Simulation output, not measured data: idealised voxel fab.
A process module follows: voxel transistor to metal.
cross-section cut | 210 nm wide | cells 5 nm
A cross-section is written here as square cells arranged in a grid, and it is given in bands from the top down, each band taking up one or more rows of cells. Read a band's entry like this: the first values are the height of its top and the height of its bottom in nm, and what follows is the sequence of materials from left to right, each with its width in nm. Note that "empty" is empty space, and that a single material marked "all across" reaches across the band from edge to edge. Height 0 is the level under which the wafer as received is all one material. The lowest band goes on downwards, as in "0 -> down". So if you see something like "30->40" for the width, read it as the top row of the band sitting at the first number and the bottom row at the second, with every row in between moving by the same amount as the last. "remained unchanged" for a step: no cell of the cross-section changed in that step. If an empty space has no open way to the top and is at least 8 cells in size, "Closed internal voids" lists it, written width x height at distance, where distance is measured from the left edge and every value is in nm. What comes after the settings on a step's line is commentary from the simulator itself on that step. On any step carrying a mask, the "overlay nm" setting, if present on the step's line, tells how far right of its planned place the mask lay; negative values point to the left.
Below is the list of planned process steps
| 1 | RECEIVE with material Si |
| 2 | CONFORMAL_DEP with material SiO2, thk nm 5 |
| 3 | CONFORMAL_DEP with material SiN, thk nm 10 |
| 4 | MASKED_ETCH with tone cover, mask id ACTIVE, width nm 110, etch materials SiN, depth nm 10, overlay nm 0 |
| 5 | MASKED_ETCH with tone cover, mask id ACTIVE, width nm 110, etch materials SiO2, depth nm 5, overlay nm 0 |
| 6 | MASKED_ETCH with tone cover, mask id ACTIVE, width nm 110, etch materials Si, depth nm 25, overlay nm 0 |
| 7 | FILL_DEP with material SiO2, thk nm 10 |
| 8 | CMP with height nm 15 |
| 9 | SELECTIVE_ETCH with etch materials SiO2, depth nm 5 |
| 10 | STRIP with etch materials SiN |
| 11 | SELECTIVE_ETCH with etch materials SiO2, depth nm 5 |
| 12 | OXIDIZE with depth nm 5 |
| 13 | DIRECTIONAL_DEP with material polySi, thk nm 25 |
| 14 | DIRECTIONAL_DEP with material SiCN, thk nm 15 |
| 15 | MASKED_ETCH with tone cover, mask id GATE, width nm 30, etch materials SiCN, depth nm 25, overlay nm 0 |
| 16 | MASKED_ETCH with tone cover, mask id GATE, width nm 30, etch materials polySi, depth nm 35, overlay nm 0 |
| 17 | CONFORMAL_DEP with material SiN, thk nm 5 |
| 18 | DIRECTIONAL_ETCH with etch materials SiN, depth nm 5 |
| 19 | DIRECTIONAL_ETCH with etch materials SiO2, depth nm 5 |
| 20 | DIRECTIONAL_ETCH with etch materials Si, depth nm 15 |
| 21 | EPI with material pSi, thk nm 15 |
| 22 | FILL_DEP with material SiO2, thk nm 5 |
| 23 | CMP with height nm 25 |
| 24 | STRIP with etch materials polySi |
| 25 | SELECTIVE_ETCH with etch materials SiO2, depth nm 5 |
| 26 | CONFORMAL_DEP with material HfO2, thk nm 5 |
| 27 | CONFORMAL_DEP with material TiN, thk nm 5 |
| 28 | FILL_DEP with material W, thk nm 5 |
| 29 | CMP with height nm 20 |
| 30 | DIRECTIONAL_DEP with material SiO2, thk nm 15 |
| 31 | DIRECTIONAL_DEP with material aC, thk nm 15 |
| 32 | PATTERN with tone open, mask id CONTACT, material resist, width nm 15, pitch nm 75, thk nm 35, overlay nm 0 |
| 33 | DIRECTIONAL_ETCH with etch materials aC, depth nm 15 |
| 34 | STRIP with etch materials resist |
| 35 | DIRECTIONAL_ETCH with etch materials SiO2, depth nm 40 |
| 36 | STRIP with etch materials aC |
| 37 | CONFORMAL_DEP with material TiN, thk nm 5 |
| 38 | FILL_DEP with material Ru, thk nm 10 |
| 39 | CMP with height nm 35 |
| 40 | CONFORMAL_DEP with material SiCN, thk nm 5 |
| 41 | DIRECTIONAL_DEP with material lowk, thk nm 25 |
| 42 | MASKED_ETCH with tone open, mask id METAL_1, width nm 15, pitch nm 75, etch materials lowk, depth nm 25, overlay nm 0 |
| 43 | MASKED_ETCH with tone open, mask id METAL_1, width nm 15, pitch nm 75, etch materials SiCN, depth nm 5, overlay nm 0 |
| 44 | CONFORMAL_DEP with material TiN, thk nm 5 |
| 45 | FILL_DEP with material Cu, thk nm 10 |
| 46 | CMP with height nm 65 |
| 47 | CONFORMAL_DEP with material SiN, thk nm 5 |
Received-state cross-section, reflecting completion of step 1
	0 -> down  Si all across
	Closed internal voids: none
Post-module cross-section of the first of two wafers (run per plan)
	70 -> 65  SiN all across
	65 -> 40  lowk=60 / TiN=5 / Cu=5 / TiN=5 / lowk=60 / TiN=5 / Cu=5 / TiN=5 / lowk=60
	40 -> 35  SiCN=60 / TiN=15 / SiCN=60 / TiN=15 / SiCN=60
	35 -> 20  SiO2=60 / TiN=5 / Ru=5 / TiN=5 / SiO2=60 / TiN=5 / Ru=5 / TiN=5 / SiO2=60
	20 -> 15  SiO2=60 / TiN=5 / Ru=5 / TiN=5 / SiO2=10 / SiN=5 / HfO2=5 / TiN=5 / W=10 / TiN=5 / HfO2=5 / SiN=5 / SiO2=10 / TiN=5 / Ru=5 / TiN=5 / SiO2=60
	15 -> 10  SiO2=60 / TiN=15 / SiO2=10 / SiN=5 / HfO2=5 / TiN=5 / W=10 / TiN=5 / HfO2=5 / SiN=5 / SiO2=10 / TiN=15 / SiO2=60
	10 -> 5  SiO2=60 / TiN=10 / pSi=15 / SiN=5 / HfO2=5 / TiN=5 / W=10 / TiN=5 / HfO2=5 / SiN=5 / pSi=15 / TiN=10 / SiO2=60
	5 -> 0  SiO2=45 / SiN=5 / SiO2=10 / TiN=10 / pSi=15 / SiN=5 / HfO2=5 / TiN=20 / HfO2=5 / SiN=5 / pSi=15 / TiN=10 / SiO2=10 / SiN=5 / SiO2=45
	0 -> -5  SiO2=60 / TiN=10 / pSi=15 / HfO2=40 / pSi=15 / TiN=10 / SiO2=60
	-5 -> -20  SiO2=50 / pSi=35 / Si=40 / pSi=35 / SiO2=50
	-20 -> -25  SiO2=50 / Si=110 / SiO2=50
	-25 -> down  Si all across
	Closed internal voids: none
Second of two wafers, module complete, sectioned: it shares the first wafer's start and plan but was run with one mistake
	70 -> 65  SiN all across
	65 -> 45  lowk=60 / TiN=5 / Cu=10 / TiN=5 / lowk=55 / TiN=5 / Cu=10 / TiN=5 / lowk=55
	45 -> 40  lowk=60 / TiN=5 / Cu=5 / TiN=10 / lowk=55 / TiN=5 / Cu=5 / TiN=10 / lowk=55
	40 -> 35  SiCN=60 / TiN=15 / SiCN=60 / TiN=15 / SiCN=60
	35 -> 20  SiO2=60 / TiN=5 / Ru=5 / TiN=5 / SiO2=60 / TiN=5 / Ru=5 / TiN=5 / SiO2=60
	20 -> 15  SiO2=60 / TiN=5 / Ru=5 / TiN=5 / SiO2=10 / SiN=5 / HfO2=5 / TiN=5 / W=10 / TiN=5 / HfO2=5 / SiN=5 / SiO2=10 / TiN=5 / Ru=5 / TiN=5 / SiO2=60
	15 -> 10  SiO2=60 / TiN=15 / SiO2=10 / SiN=5 / HfO2=5 / TiN=5 / W=10 / TiN=5 / HfO2=5 / SiN=5 / SiO2=10 / TiN=15 / SiO2=60
	10 -> 5  SiO2=60 / TiN=10 / pSi=15 / SiN=5 / HfO2=5 / TiN=5 / W=10 / TiN=5 / HfO2=5 / SiN=5 / pSi=15 / TiN=10 / SiO2=60
	5 -> 0  SiO2=45 / SiN=5 / SiO2=10 / TiN=10 / pSi=15 / SiN=5 / HfO2=5 / TiN=20 / HfO2=5 / SiN=5 / pSi=15 / TiN=10 / SiO2=10 / SiN=5 / SiO2=45
	0 -> -5  SiO2=60 / TiN=10 / pSi=15 / HfO2=40 / pSi=15 / TiN=10 / SiO2=60
	-5 -> -20  SiO2=50 / pSi=35 / Si=40 / pSi=35 / SiO2=50
	-20 -> -25  SiO2=50 / Si=110 / SiO2=50
	-25 -> down  Si all across
	Closed internal voids: none
Processing error: in deviation from the planned setting, step 42 was conducted as MASKED_ETCH with tone open, mask id METAL_1, width nm 20, pitch nm 75, etch materials lowk, depth nm 25, overlay nm 0
Final tally in cells, some materials are higher or lower on the second wafer than on the first: Cu +8 | TiN +2 | lowk -10
